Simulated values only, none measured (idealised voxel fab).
You're looking at the process module voxel transistor to metal.
Section shown: cut. Width: 300 nm. Cell size: 5 nm, square.
Just so we're on the same page, the cross-sections are grids of square cells, and they're listed out in bands top to bottom, each band one or more rows deep.
Heads up on the band format: heights come first, top then bottom, in nm. After that it's the materials left to right, each with its width in nm. A single material flagged "throughout" fills the whole band edge to edge, and "blank" means there's empty space there.
Heights are expressed relative to 0, this being the level below which the as-received wafer comprises one material exclusively. The lowest band is unbounded in the downward direction and is denoted as in "0 down".
Per-row width for "30->40": begins at first number (top row of band), ends at second number (bottom row), increment between rows held constant.
"no modifications", as given for a step, is the statement that not any cell of the cross-section underwent a change during that step.
"Entrapped voids": empty spaces of 8 cells or more with no open way to the top, each given as width x height at distance, distance from the left edge, all in nm.
If you see something after the settings on a step's line, that's the simulator's own remark about that step.
overlay nm: for a step with a mask, the amount by which the mask lay right of where it was planned; a negative amount means left of it.
Process steps (planned)
1,RECEIVE [material Si]
2,CONFORMAL_DEP [material SiO2] [thk nm 5]
3,CONFORMAL_DEP [material SiN] [thk nm 15]
4,PATTERN [tone cover] [mask id ACTIVE] [material resist] [width nm 115] [pitch nm 145] [thk nm 20] [overlay nm 0]
5,DIRECTIONAL_ETCH [etch materials SiN] [depth nm 15]
6,DIRECTIONAL_ETCH [etch materials SiO2] [depth nm 5]
7,DIRECTIONAL_ETCH [etch materials Si] [depth nm 25]
8,STRIP [etch materials resist]
9,OXIDIZE [depth nm 5]
10,FILL_DEP [material SiO2] [thk nm 10]
11,CMP [height nm 20]
12,SELECTIVE_ETCH [etch materials SiO2] [depth nm 5]
13,STRIP [etch materials SiN]
14,SELECTIVE_ETCH [etch materials SiO2] [depth nm 5]
15,OXIDIZE [depth nm 5]
16,DIRECTIONAL_DEP [material polySi] [thk nm 25]
17,DIRECTIONAL_DEP [material SiCN] [thk nm 10]
18,MASKED_ETCH [tone cover] [mask id GATE] [width nm 25] [pitch nm 145] [etch materials SiCN] [depth nm 20] [overlay nm 0]
19,MASKED_ETCH [tone cover] [mask id GATE] [width nm 25] [pitch nm 145] [etch materials polySi] [depth nm 35] [overlay nm 0]
20,CONFORMAL_DEP [material SiN] [thk nm 10]
21,DIRECTIONAL_ETCH [etch materials SiN] [depth nm 10]
22,DIRECTIONAL_ETCH [etch materials SiO2] [depth nm 5]
23,DIRECTIONAL_ETCH [etch materials Si] [depth nm 15]
24,EPI [material nSi] [thk nm 20]
25,FILL_DEP [material SiO2] [thk nm 10]
26,CMP [height nm 35]
27,DIRECTIONAL_DEP [material SiO2] [thk nm 10]
28,MASKED_ETCH [tone open] [mask id CONTACT] [width nm 30] [etch materials SiO2] [depth nm 45] [overlay nm 0]
29,CONFORMAL_DEP [material TiN] [thk nm 5]
30,FILL_DEP [material Ru] [thk nm 5]
31,CMP [height nm 45]
32,DIRECTIONAL_DEP [material TiN] [thk nm 5]
33,DIRECTIONAL_DEP [material W] [thk nm 15]
34,PATTERN [tone cover] [mask id METAL_1] [material resist] [width nm 20] [thk nm 15] [overlay nm 0]
35,DIRECTIONAL_ETCH [etch materials W] [depth nm 15]
36,DIRECTIONAL_ETCH [etch materials TiN] [depth nm 5]
37,STRIP [etch materials resist]
38,FILL_DEP [material lowk] [thk nm 10]
39,CMP [height nm 65]
40,CONFORMAL_DEP [material SiCN] [thk nm 5]
41,DIRECTIONAL_DEP [material SiO2] [thk nm 30]
42,PATTERN [tone open] [mask id METAL_2_HOLES] [material resist] [width nm 15] [pitch nm 145] [thk nm 20] [overlay nm 0]
43,DIRECTIONAL_ETCH [etch materials SiO2] [depth nm 30]
44,STRIP [etch materials resist]
45,PATTERN [tone open] [mask id METAL_2] [material resist] [width nm 20] [pitch nm 145] [thk nm 20] [overlay nm 0]
46,DIRECTIONAL_ETCH [etch materials SiO2] [depth nm 15]
47,DIRECTIONAL_ETCH [etch materials SiCN] [depth nm 5]
48,STRIP [etch materials resist]
49,CONFORMAL_DEP [material TiN] [thk nm 5]
50,FILL_DEP [material Cu] [thk nm 5]
51,CMP [height nm 100]
52,CONFORMAL_DEP [material SiCN] [thk nm 5]
Every wafer here starts from the same state; it is the step 15 depth nm that distinguishes them, and the value the plan gives belongs to the first wafer.
Cross-section of the first of several received wafers, showing its state after step 1
    0 down | Si throughout
    Entrapped voids: none
First of several wafers in cross-section at module end, following the final step, step 52
    105 to 100 | SiCN throughout
    100 to 90 | SiO2=30  TiN=5  Cu=10  TiN=5  SiO2=125  TiN=5  Cu=10  TiN=5  SiO2=105
    90 to 85 | SiO2=30  TiN=5  Cu=5  TiN=10  SiO2=125  TiN=5  Cu=5  TiN=10  SiO2=105
    85 to 70 | SiO2=30  TiN=5  Cu=5  TiN=5  SiO2=130  TiN=5  Cu=5  TiN=5  SiO2=110
    70 to 65 | SiCN=30  TiN=15  SiCN=130  TiN=15  SiCN=110
    65 to 50 | lowk=30  W=20  lowk=55  W=20  lowk=50  W=20  lowk=55  W=20  lowk=30
    50 to 45 | lowk=30  TiN=20  lowk=55  TiN=20  lowk=50  TiN=20  lowk=55  TiN=20  lowk=30
    45 to 35 | SiO2=30  TiN=5  Ru=20->15  TiN=5->10  SiO2=35  TiN=5->10  Ru=20->15  TiN=5  SiO2=50  TiN=5  Ru=20->15  TiN=5->10  SiO2=35  TiN=5->10  Ru=20->15  TiN=5  SiO2=30
    35 to 25 | SiO2=30  TiN=5  Ru=15  TiN=5  SiN=10  SiCN=25  SiN=10  TiN=5  Ru=15  TiN=5  SiO2=50  TiN=5  Ru=15  TiN=5  SiN=10  SiCN=25  SiN=10  TiN=5  Ru=15  TiN=5  SiO2=30
    25 to 20 | SiO2=30  TiN=5  Ru=15  TiN=5  SiN=10  polySi=25  SiN=10  TiN=5  Ru=15  TiN=5  SiO2=50  TiN=5  Ru=15  TiN=5  SiN=10  polySi=25  SiN=10  TiN=5  Ru=15  TiN=5  SiO2=30
    20 to 15 | SiO2=30  TiN=25  SiN=10  polySi=25  SiN=10  TiN=25  SiO2=50  TiN=25  SiN=10  polySi=25  SiN=10  TiN=25  SiO2=30
    15 to 10 | SiO2=30  TiN=5  nSi=20  SiN=10  polySi=25  SiN=10  nSi=20  TiN=5  SiO2=50  TiN=5  nSi=20  SiN=10  polySi=25  SiN=10  nSi=20  TiN=5  SiO2=30
    10 to 0 | SiO2=15  SiN=10  SiO2=5  TiN=5  nSi=20  SiN=10  polySi=25  SiN=10  nSi=20  TiN=5  SiO2=5  SiN=10  SiO2=20  SiN=10  SiO2=5  TiN=5  nSi=20  SiN=10  polySi=25  SiN=10  nSi=20  TiN=5  SiO2=5  SiN=10  SiO2=15
    0 to -5 | SiO2=25  nSi=30  SiO2=45  nSi=30  SiO2=40  nSi=30  SiO2=45  nSi=30  SiO2=25
    -5 to -20 | SiO2=25  nSi=30  Si=45  nSi=30  SiO2=40  nSi=30  Si=45  nSi=30  SiO2=25
    -20 to -30 | SiO2=25  Si=105  SiO2=40  Si=105  SiO2=25
    -30 down | Si throughout
    Entrapped voids: none
X-section, last wafer, module end
    105 to 100 | SiCN throughout
    100 to 90 | SiO2=30  TiN=5  Cu=10  TiN=5  SiO2=125  TiN=5  Cu=10  TiN=5  SiO2=105
    90 to 85 | SiO2=30  TiN=5  Cu=5  TiN=10  SiO2=125  TiN=5  Cu=5  TiN=10  SiO2=105
    85 to 70 | SiO2=30  TiN=5  Cu=5  TiN=5  SiO2=130  TiN=5  Cu=5  TiN=5  SiO2=110
    70 to 65 | SiCN=30  TiN=15  SiCN=130  TiN=15  SiCN=110
    65 to 50 | lowk=30  W=20  lowk=55  W=20  lowk=50  W=20  lowk=55  W=20  lowk=30
    50 to 45 | lowk=30  TiN=20  lowk=55  TiN=20  lowk=50  TiN=20  lowk=55  TiN=20  lowk=30
    45 to 35 | SiO2=30  TiN=5  Ru=20->15  TiN=5->10  SiO2=35  TiN=5->10  Ru=20->15  TiN=5  SiO2=50  TiN=5  Ru=20->15  TiN=5->10  SiO2=35  TiN=5->10  Ru=20->15  TiN=5  SiO2=30
    35 to 25 | SiO2=30  TiN=5  Ru=15  TiN=5  SiN=10  SiCN=25  SiN=10  TiN=5  Ru=15  TiN=5  SiO2=50  TiN=5  Ru=15  TiN=5  SiN=10  SiCN=25  SiN=10  TiN=5  Ru=15  TiN=5  SiO2=30
    25 to 10 | SiO2=30  TiN=5  Ru=15  TiN=5  SiN=10  polySi=25  SiN=10  TiN=5  Ru=15  TiN=5  SiO2=50  TiN=5  Ru=15  TiN=5  SiN=10  polySi=25  SiN=10  TiN=5  Ru=15  TiN=5  SiO2=30
    10 to 5 | SiO2=15  SiN=10  SiO2=5  TiN=5  Ru=15  TiN=5  SiN=10  polySi=25  SiN=10  TiN=5  Ru=15  TiN=5  SiO2=5  SiN=10  SiO2=20  SiN=10  SiO2=5  TiN=5  Ru=15  TiN=5  SiN=10  polySi=25  SiN=10  TiN=5  Ru=15  TiN=5  SiO2=5  SiN=10  SiO2=15
    5 to 0 | SiO2=15  SiN=10  SiO2=5  TiN=25  SiN=10  polySi=25  SiN=10  TiN=25  SiO2=5  SiN=10  SiO2=20  SiN=10  SiO2=5  TiN=25  SiN=10  polySi=25  SiN=10  TiN=25  SiO2=5  SiN=10  SiO2=15
    0 to -20 | SiO2 throughout
    -20 to -30 | SiO2=25  Si=105  SiO2=40  Si=105  SiO2=25
    -30 down | Si throughout
    Entrapped voids: none
Below is a per-wafer table. In it, each row describes the wafer at the end of the module by giving, for each material, the number of cells gained (+) or lost (-) since the wafer was received, and after that the closed voids of the wafer
depth nm 5; +16 Cu; +64 Ru; -222 Si; +134 SiCN; +72 SiN; +654 SiO2; +124 TiN; +48 W; +176 lowk; +144 nSi; +50 polySi; Entrapped voids: none
depth nm 10; +16 Cu; +100 Ru; -192 Si; +134 SiCN; +72 SiN; +720 SiO2; +136 TiN; +48 W; +176 lowk; +50 polySi; Entrapped voids: none
depth nm 15; +16 Cu; +100 Ru; -234 Si; +134 SiCN; +72 SiN; +762 SiO2; +136 TiN; +48 W; +176 lowk; +50 polySi; Entrapped voids: none
depth nm 20; +16 Cu; +100 Ru; -276 Si; +134 SiCN; +72 SiN; +804 SiO2; +136 TiN; +48 W; +176 lowk; +50 polySi; Entrapped voids: none
